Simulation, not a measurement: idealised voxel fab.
The process module presented herein is designated voxel released beams.
FYI the section here is cut, 230 nm wide, cells are 5 nm squares.
Think of the cross-section as a grid of square cells. We describe it in bands, top to bottom, and each band covers one or more rows of those cells. Read a band's entry like this: the first values are the height of its top and the height of its bottom in nm, and what follows is the sequence of materials from left to right, each with its width in nm. Note that "empty" is empty space, and that a single material marked "full width" reaches across the band from edge to edge. Below 0: as-received wafer, all one material; heights counted from there. Lowest band: no bottom, goes on down, written "0 and below". So if you see something like "30->40" for the width, read it as the top row of the band sitting at the first number and the bottom row at the second, with every row in between moving by the same amount as the last. "no modifications" after a step means that no cell of the cross-section changed. Voids not open to the top, 8 cells minimum: see "Enclosed void catalog". Written width x height at distance; distance is from the left edge; nm. If you see something after the settings on a step's line, that's the simulator's own remark about that step. For masked steps, "overlay nm" on the step line gives how far right of plan the mask actually lay; a minus sign means it lay to the left.

## Listed below are the process steps as planned
step 1: RECEIVE | material Si
step 2: CONFORMAL_DEP | material Al2O3 | thk nm 10
step 3: DIRECTIONAL_DEP | material SiO2 | thk nm 15
step 4: PATTERN | tone open | mask id ANCHOR | material resist | width nm 35 | thk nm 15 | overlay nm 0
step 5: DIRECTIONAL_ETCH | etch materials SiO2 | depth nm 15
step 6: STRIP | etch materials resist
step 7: CONFORMAL_DEP | material polySi | thk nm 10
step 8: DIRECTIONAL_DEP | material aC | thk nm 10
step 9: PATTERN | tone cover | mask id BEAM | material resist | width nm 95 | thk nm 25 | overlay nm 0
step 10: DIRECTIONAL_ETCH | etch materials aC | depth nm 10
step 11: STRIP | etch materials resist
step 12: DIRECTIONAL_ETCH | etch materials polySi | depth nm 10
step 13: STRIP | etch materials aC
step 14: STRIP | etch materials SiO2

## Incoming wafer, cross-sectional view, post step 1
> 0 and below  Si full width
> Enclosed void catalog: none

## First of two wafers, end-of-module section, run followed plan
> 35 down to 25  65 empty; 15 polySi; 15 empty; 65 polySi; 70 empty
> 25 down to 20  70 empty; 10 polySi; 15 empty; 10 polySi; 125 empty
> 20 down to 10  70 empty; 35 polySi; 125 empty
> 10 down to 0  Al2O3 full width
> 0 and below  Si full width
> Enclosed void catalog: none

## Cross-sectional view: second of two wafers, end of module; start and plan identical to the first, one mistake in running
> 35 down to 25  65 empty; 95 polySi; 70 empty
> 25 down to 15  Al2O3 full width
> 15 down to 0  SiO2 full width
> 0 and below  Si full width
> Enclosed void catalog: none
Error vs. plan: a sequencing error occurred in which plan steps 2 and 3 were transposed
Wrapping up, a cell-based count of both wafers puts the second over or under the first for these materials: 138 more of SiO2, 12 fewer of polySi
